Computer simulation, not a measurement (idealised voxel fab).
Presented below is a process module, voxel released beams.
Section shown: cut. Width: 180 nm. Cell size: 5 nm, square.
Bands, listed from the top down, are how a cross-section gets written in this document; the cross-section itself is a grid of square cells, and a band is one or more rows of them.
Each band's line starts with the height of the band's top and of its bottom, in nm. Then come its materials from left to right, each with its width in nm. One material with "throughout" fills the band from edge to edge. "air" is empty space.
Convention: height 0 is the level below which the wafer, as received, is all one material. The lowest band does not terminate at the bottom but continues downward, represented as "0 nm and below".
Quick explanation for "30->40": the width changes in equal steps down the rows of cells, from the first number in the band's top row to the second number in its bottom row.
Given "all unchanged" for a step, no cell of the cross-section differs between before and after that step.
You'll see "Closed void entries" listing empty spaces that have no way open to the top, as long as they're 8 cells or more; the notation is width x height at distance, where the distance is from the left edge, and all of it is in nm.
Text after the settings on a step's line: the simulator's own remark on that step.
The setting "overlay nm" may be written on the line of a step. When the step uses a mask, the value reports how far to the right of the planned place the mask lay, and a negative value reports that it lay to the left.
Listed below are the process steps as planned:
1) RECEIVE [material Si]
2) CONFORMAL_DEP [material SiN] [thk nm 10]
3) DIRECTIONAL_DEP [material SiO2] [thk nm 15]
4) PATTERN [tone open] [mask id ANCHOR] [material resist] [width nm 35] [thk nm 20] [overlay nm 0]
5) DIRECTIONAL_ETCH [etch materials SiO2] [depth nm 15]
6) STRIP [etch materials resist]
7) CONFORMAL_DEP [material polySi] [thk nm 10]
8) PATTERN [tone cover] [mask id BEAM] [material resist] [width nm 110] [thk nm 15] [overlay nm 0]
9) DIRECTIONAL_ETCH [etch materials polySi] [depth nm 10]
10) STRIP [etch materials resist]
11) STRIP [etch materials SiO2]
The first of a set of two wafers, run to plan:
As received, after step 1:
- 0 nm and below  Si throughout
- Closed void entries: none
Take a look at the wafer's cross-section after step 2:
- 10 nm to 0 nm  SiN throughout
- Everything below 0 is unchanged.
Take a look at the wafer's cross-section after step 3:
- 25 nm to 10 nm  SiO2 throughout
- Everything below 10 is unchanged.
Take a look at the wafer's cross-section after step 4:
- 45 nm to 25 nm  resist: 35 / air: 35 / resist: 110
- Everything below 25 is unchanged.
Take a look at the wafer's cross-section after step 5:
- 45 nm to 25 nm  resist: 35 / air: 35 / resist: 110
- 25 nm to 10 nm  SiO2: 35 / air: 35 / SiO2: 110
- Everything below 10 is unchanged.
Take a look at the wafer's cross-section after step 6:
- 25 nm to 10 nm  SiO2: 35 / air: 35 / SiO2: 110
- Everything below 10 is unchanged.
Take a look at the wafer's cross-section after step 7:
- 35 nm to 25 nm  polySi: 45 / air: 15 / polySi: 120
- 25 nm to 20 nm  SiO2: 35 / polySi: 10 / air: 15 / polySi: 10 / SiO2: 110
- 20 nm to 10 nm  SiO2: 35 / polySi: 35 / SiO2: 110
- Everything below 10 is unchanged.
Take a look at the wafer's cross-section after step 8:
- 50 nm to 35 nm  air: 30 / resist: 110 / air: 40
- 35 nm to 25 nm  polySi: 45 / resist: 15 / polySi: 120
- 25 nm to 20 nm  SiO2: 35 / polySi: 10 / resist: 15 / polySi: 10 / SiO2: 110
- Everything below 20 is unchanged.
Take a look at the wafer's cross-section after step 9:
- 50 nm to 35 nm  air: 30 / resist: 110 / air: 40
- 35 nm to 25 nm  air: 30 / polySi: 15 / resist: 15 / polySi: 80 / air: 40
- Everything below 25 is unchanged.
Take a look at the wafer's cross-section after step 10:
- 35 nm to 25 nm  air: 30 / polySi: 15 / air: 15 / polySi: 80 / air: 40
- 25 nm to 20 nm  SiO2: 35 / polySi: 10 / air: 15 / polySi: 10 / SiO2: 110
- Everything below 20 is unchanged.
Take a look at the wafer's cross-section after step 11:
- 35 nm to 25 nm  air: 30 / polySi: 15 / air: 15 / polySi: 80 / air: 40
- 25 nm to 20 nm  air: 35 / polySi: 10 / air: 15 / polySi: 10 / air: 110
- 20 nm to 10 nm  air: 35 / polySi: 35 / air: 110
- Everything below 10 is unchanged.
Companion wafer, the second of two: same beginning, same intended sequence, one mistake in carrying it out; through step 1 inclusive it tracks the first exactly:
Cross-section: second wafer, time at which step 2 was scheduled to end:
- 5 nm to 0 nm  SiN throughout
- Everything below 0 is unchanged.
Cross-section: second wafer, time at which step 3 was scheduled to end:
- 20 nm to 5 nm  SiO2 throughout
- Everything below 5 is unchanged.
Cross-section: second wafer, time at which step 4 was scheduled to end:
- 40 nm to 20 nm  resist: 35 / air: 35 / resist: 110
- Everything below 20 is unchanged.
Cross-section: second wafer, time at which step 5 was scheduled to end:
- 40 nm to 20 nm  resist: 35 / air: 35 / resist: 110
- 20 nm to 5 nm  SiO2: 35 / air: 35 / SiO2: 110
- Everything below 5 is unchanged.
Cross-section: second wafer, time at which step 6 was scheduled to end:
- 20 nm to 5 nm  SiO2: 35 / air: 35 / SiO2: 110
- Everything below 5 is unchanged.
Cross-section: second wafer, time at which step 7 was scheduled to end:
- 30 nm to 20 nm  polySi: 45 / air: 15 / polySi: 120
- 20 nm to 15 nm  SiO2: 35 / polySi: 10 / air: 15 / polySi: 10 / SiO2: 110
- 15 nm to 5 nm  SiO2: 35 / polySi: 35 / SiO2: 110
- Everything below 5 is unchanged.
Cross-section: second wafer, time at which step 8 was scheduled to end:
- 45 nm to 30 nm  air: 30 / resist: 110 / air: 40
- 30 nm to 20 nm  polySi: 45 / resist: 15 / polySi: 120
- 20 nm to 15 nm  SiO2: 35 / polySi: 10 / resist: 15 / polySi: 10 / SiO2: 110
- Everything below 15 is unchanged.
Cross-section: second wafer, time at which step 9 was scheduled to end:
- 45 nm to 30 nm  air: 30 / resist: 110 / air: 40
- 30 nm to 20 nm  air: 30 / polySi: 15 / resist: 15 / polySi: 80 / air: 40
- Everything below 20 is unchanged.
Cross-section: second wafer, time at which step 10 was scheduled to end:
- 30 nm to 20 nm  air: 30 / polySi: 15 / air: 15 / polySi: 80 / air: 40
- 20 nm to 15 nm  SiO2: 35 / polySi: 10 / air: 15 / polySi: 10 / SiO2: 110
- Everything below 15 is unchanged.
Cross-section: second wafer, time at which step 11 was scheduled to end:
- 30 nm to 20 nm  air: 30 / polySi: 15 / air: 15 / polySi: 80 / air: 40
- 20 nm to 15 nm  air: 35 / polySi: 10 / air: 15 / polySi: 10 / air: 110
- 15 nm to 5 nm  air: 35 / polySi: 35 / air: 110
- Everything below 5 is unchanged.
It is concluded that the wafer was processed incorrectly with respect to the plan, in that step 2 ran with different settings than intended, the actual operation and settings being CONFORMAL_DEP [material SiN] [thk nm 5]
Once processing is complete, comparing cell counts shows that the second wafer has more or fewer of certain materials than the first: SiN -36
